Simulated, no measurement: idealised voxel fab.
This is a process module. Its name is voxel fin reveal.
Square cells of 5 nm make up the cross-section cut, whose width is 250 nm.
Cross-section layout: square cells on a grid; listed as bands, top to bottom; a band spans one or more cell rows. Within each band entry, the heights of the top and of the bottom of the band appear first, in that order and in nm; the materials of the band then follow from left to right, each with its corresponding width in nm. The designation "all across" on a single material indicates that it fills the band from edge to edge; the designation "blank" indicates empty space. Heads up on the height convention: 0 is the point under which the incoming wafer is all one material, and the lowest band has no bottom, it just keeps going down, like "top 0, no bottom". Read "30 to 40" as a graded width: first number on top, second number at the bottom, same change between each pair of neighbouring rows. Step marked "same as before"? Then no cell in the cross-section changed in it. Under "Catalogued sealed voids" you'll find the enclosed gaps, the ones with no way out to the top, that are 8 cells or bigger; each reads width x height at distance, with distance counted from the left edge, everything in nm. That trailing text on a step's line, after the settings, is the simulator's own remark on the step. What "overlay nm" on a step's line means: if the step has a mask, that mask lay this far to the right of its planned place, or, when the value is negative, to the left.
**Steps in the process plan**
1) RECEIVE [material Si]
2) CONFORMAL_DEP [material SiN] [thk nm 10]
3) DIRECTIONAL_DEP [material aC] [thk nm 15]
4) PATTERN [tone cover] [mask id FINS] [material resist] [width nm 15] [pitch nm 40] [thk nm 35] [overlay nm 0]
5) DIRECTIONAL_ETCH [etch materials aC] [depth nm 15]
6) STRIP [etch materials resist]
7) DIRECTIONAL_ETCH [etch materials SiN] [depth nm 10]
8) DIRECTIONAL_ETCH [etch materials Si] [depth nm 30]
9) STRIP [etch materials aC]
10) OXIDIZE [depth nm 5]
11) FILL_DEP [material SiO2] [thk nm 5]
12) CMP [height nm 10]
13) SELECTIVE_ETCH [etch materials SiO2] [depth nm 30]
14) STRIP [etch materials SiN]
15) CONFORMAL_DEP [material SiO2] [thk nm 5]
**Cross-section: wafer on arrival = after step 1**
	top 0, no bottom  Si all across
	Catalogued sealed voids: none
**End-of-module XS, first of two wafers, run as planned**
	top 5, bottom 0  blank 75, then SiO2 15, then blank 25, then SiO2 15, then blank 25, then SiO2 15, then blank 80
	top 0, bottom -15  blank 75, then SiO2 5, then Si 5, then SiO2 5, then blank 25, then SiO2 5, then Si 5, then SiO2 5, then blank 25, then SiO2 5, then Si 5, then SiO2 5, then blank 80
	top -15, bottom -35  SiO2 80, then Si 5, then SiO2 35, then Si 5, then SiO2 35, then Si 5, then SiO2 85
	top -35, no bottom  Si all across
	Catalogued sealed voids: none
**Cross-section, wafer two of two, end of module: same start and plan as wafer one, one error in execution**
	top 5, bottom 0  blank 75, then SiO2 15, then blank 25, then SiO2 15, then blank 25, then SiO2 15, then blank 80
	top 0, bottom -30  blank 75, then SiO2 5, then Si 5, then SiO2 5, then blank 25, then SiO2 5, then Si 5, then SiO2 5, then blank 25, then SiO2 5, then Si 5, then SiO2 5, then blank 80
	top -30, bottom -35  SiO2 80, then Si 5, then SiO2 35, then Si 5, then SiO2 35, then Si 5, then SiO2 85
	top -35, no bottom  Si all across
	Catalogued sealed voids: none
What broke from the plan during processing? plan step 13 was twice executed
End check, counted in cells, second wafer has more or fewer of these materials than the first: SiO2: 123 fewer
